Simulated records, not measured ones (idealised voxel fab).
The following is a process module called voxel transistor to metal.
The cross-section on display is named cut; it measures 180 nm wide, and its cells are 5 nm squares.
How to read a cross-section here: the picture is a grid of square cells, written as bands going from the top down, and any band can span one or more rows of cells.
Heads up on the band format: heights come first, top then bottom, in nm. After that it's the materials left to right, each with its width in nm. A single material flagged "all across" fills the whole band edge to edge, and "air" means there's empty space there.
Ref level 0: as-received wafer is one material below here. Bottom band extends down with no lower bound ("0 nm and below").
Width "30 to 40": first value at the band's top row of cells, second value at its bottom row, equal change from row to row.
Step note "no modifications" = no cross-section cell changed.
So "Completely sealed voids" is basically the list of trapped voids: any empty space of 8 cells or more that can't reach the top through an opening. They're written width x height at distance, the distance being from the left edge, and it's all nm.
Post-settings text on a step line: simulator's own remark regarding the step.
Regarding "overlay nm": on a step with a mask, it is the distance the mask lay to the right of its planned place; a negative value places it to the left.

List of planned process steps:
- 1: RECEIVE (material Si)
- 2: OXIDIZE (depth nm 5)
- 3: CONFORMAL_DEP (material SiN; thk nm 10)
- 4: MASKED_ETCH (tone cover; mask id ACTIVE; width nm 125; etch materials SiN; depth nm 10; overlay nm 0)
- 5: MASKED_ETCH (tone cover; mask id ACTIVE; width nm 125; etch materials SiO2; depth nm 5; overlay nm 0)
- 6: MASKED_ETCH (tone cover; mask id ACTIVE; width nm 125; etch materials Si; depth nm 20; overlay nm 0)
- 7: OXIDIZE (depth nm 5)
- 8: FILL_DEP (material SiO2; thk nm 15)
- 9: CMP (height nm 10)
- 10: SELECTIVE_ETCH (etch materials SiO2; depth nm 5)
- 11: STRIP (etch materials SiN)
- 12: SELECTIVE_ETCH (etch materials SiO2; depth nm 5)
- 13: OXIDIZE (depth nm 5)
- 14: DIRECTIONAL_DEP (material polySi; thk nm 25)
- 15: DIRECTIONAL_DEP (material SiCN; thk nm 10)
- 16: MASKED_ETCH (tone cover; mask id GATE; width nm 35; etch materials SiCN; depth nm 20; overlay nm 0)
- 17: MASKED_ETCH (tone cover; mask id GATE; width nm 35; etch materials polySi; depth nm 35; overlay nm 0)
- 18: CONFORMAL_DEP (material SiO2; thk nm 5)
- 19: DIRECTIONAL_ETCH (etch materials SiO2; depth nm 5)
- 20: CONFORMAL_DEP (material SiN; thk nm 5)
- 21: DIRECTIONAL_ETCH (etch materials SiN; depth nm 5)
- 22: DIRECTIONAL_ETCH (etch materials SiO2; depth nm 5)
- 23: DIRECTIONAL_ETCH (etch materials Si; depth nm 10)
- 24: EPI (material SiGe; thk nm 15)
- 25: FILL_DEP (material SiO2; thk nm 10)
- 26: CMP (height nm 20)
- 27: STRIP (etch materials polySi)
- 28: SELECTIVE_ETCH (etch materials SiO2; depth nm 5)
- 29: CONFORMAL_DEP (material HfO2; thk nm 5)
- 30: CONFORMAL_DEP (material TiN; thk nm 5)
- 31: FILL_DEP (material W; thk nm 10)
- 32: CMP (height nm 15)
- 33: DIRECTIONAL_DEP (material SiO2; thk nm 15)
- 34: MASKED_ETCH (tone open; mask id CONTACT; width nm 20; pitch nm 85; etch materials SiO2; depth nm 35; overlay nm 0)
- 35: CONFORMAL_DEP (material TiN; thk nm 5)
- 36: FILL_DEP (material Ru; thk nm 5)
- 37: CMP (height nm 30)
- 38: CONFORMAL_DEP (material SiN; thk nm 5)
- 39: DIRECTIONAL_DEP (material lowk; thk nm 15)
- 40: DIRECTIONAL_DEP (material aC; thk nm 15)
- 41: PATTERN (tone open; mask id METAL_1; material resist; width nm 20; pitch nm 85; thk nm 35; overlay nm 0)
- 42: DIRECTIONAL_ETCH (etch materials aC; depth nm 15)
- 43: STRIP (etch materials resist)
- 44: DIRECTIONAL_ETCH (etch materials lowk; depth nm 15)
- 45: DIRECTIONAL_ETCH (etch materials SiN; depth nm 5)
- 46: STRIP (etch materials aC)
- 47: CONFORMAL_DEP (material TiN; thk nm 5)
- 48: FILL_DEP (material Ru; thk nm 5)
- 49: CMP (height nm 50)
- 50: CONFORMAL_DEP (material SiCN; thk nm 5)

Wafer cross-section on receipt, i.e. after step 1:
0 nm and below = Si all across
Completely sealed voids: none

Look at the cross-section after the module: the wafer started out the way shown above and the plan was the one shown above, yet one mistake was made along the way:
55 nm to 50 nm = SiCN all across
50 nm to 35 nm = Ru all across
35 nm to 30 nm = SiN all across
30 nm to 15 nm = SiO2 35 nm | TiN 5 nm | Ru 10 nm | TiN 5 nm | SiO2 65 nm | TiN 5 nm | Ru 10 nm | TiN 5 nm | SiO2 40 nm
15 nm to 10 nm = SiO2 35 nm | TiN 5 nm | Ru 10 nm | TiN 5 nm | SiO2 5 nm | SiN 5 nm | HfO2 5 nm | TiN 5 nm | W 25 nm | TiN 5 nm | HfO2 5 nm | SiN 5 nm | SiO2 5 nm | TiN 5 nm | Ru 10 nm | TiN 5 nm | SiO2 40 nm
10 nm to 5 nm = SiO2 35 nm | TiN 20 nm | SiO2 5 nm | SiN 5 nm | HfO2 5 nm | TiN 5 nm | W 25 nm | TiN 5 nm | HfO2 5 nm | SiN 5 nm | SiO2 5 nm | TiN 20 nm | SiO2 40 nm
5 nm to 0 nm = SiO2 35 nm | TiN 10 nm | SiGe 15 nm | SiN 5 nm | HfO2 5 nm | TiN 5 nm | W 25 nm | TiN 5 nm | HfO2 5 nm | SiN 5 nm | SiGe 15 nm | TiN 10 nm | SiO2 40 nm
0 nm to -5 nm = SiO2 25 nm | SiN 5 nm | SiO2 5 nm | TiN 10 nm | SiGe 15 nm | SiN 5 nm | HfO2 5 nm | TiN 35 nm | HfO2 5 nm | SiN 5 nm | SiGe 15 nm | TiN 10 nm | SiO2 5 nm | SiN 5 nm | SiO2 30 nm
-5 nm to -10 nm = SiO2 30 nm | SiGe 30 nm | SiO2 5 nm | HfO2 45 nm | SiO2 5 nm | SiGe 30 nm | SiO2 35 nm
-10 nm to -20 nm = SiO2 30 nm | SiGe 30 nm | Si 55 nm | SiGe 30 nm | SiO2 35 nm
-20 nm to -30 nm = SiO2 30 nm | Si 115 nm | SiO2 35 nm
-30 nm and below = Si all across
Completely sealed voids: none
What went wrong in running the wafer? step 39 was processed under conditions differing from the plan, specifically as DIRECTIONAL_DEP (material Ru; thk nm 15)
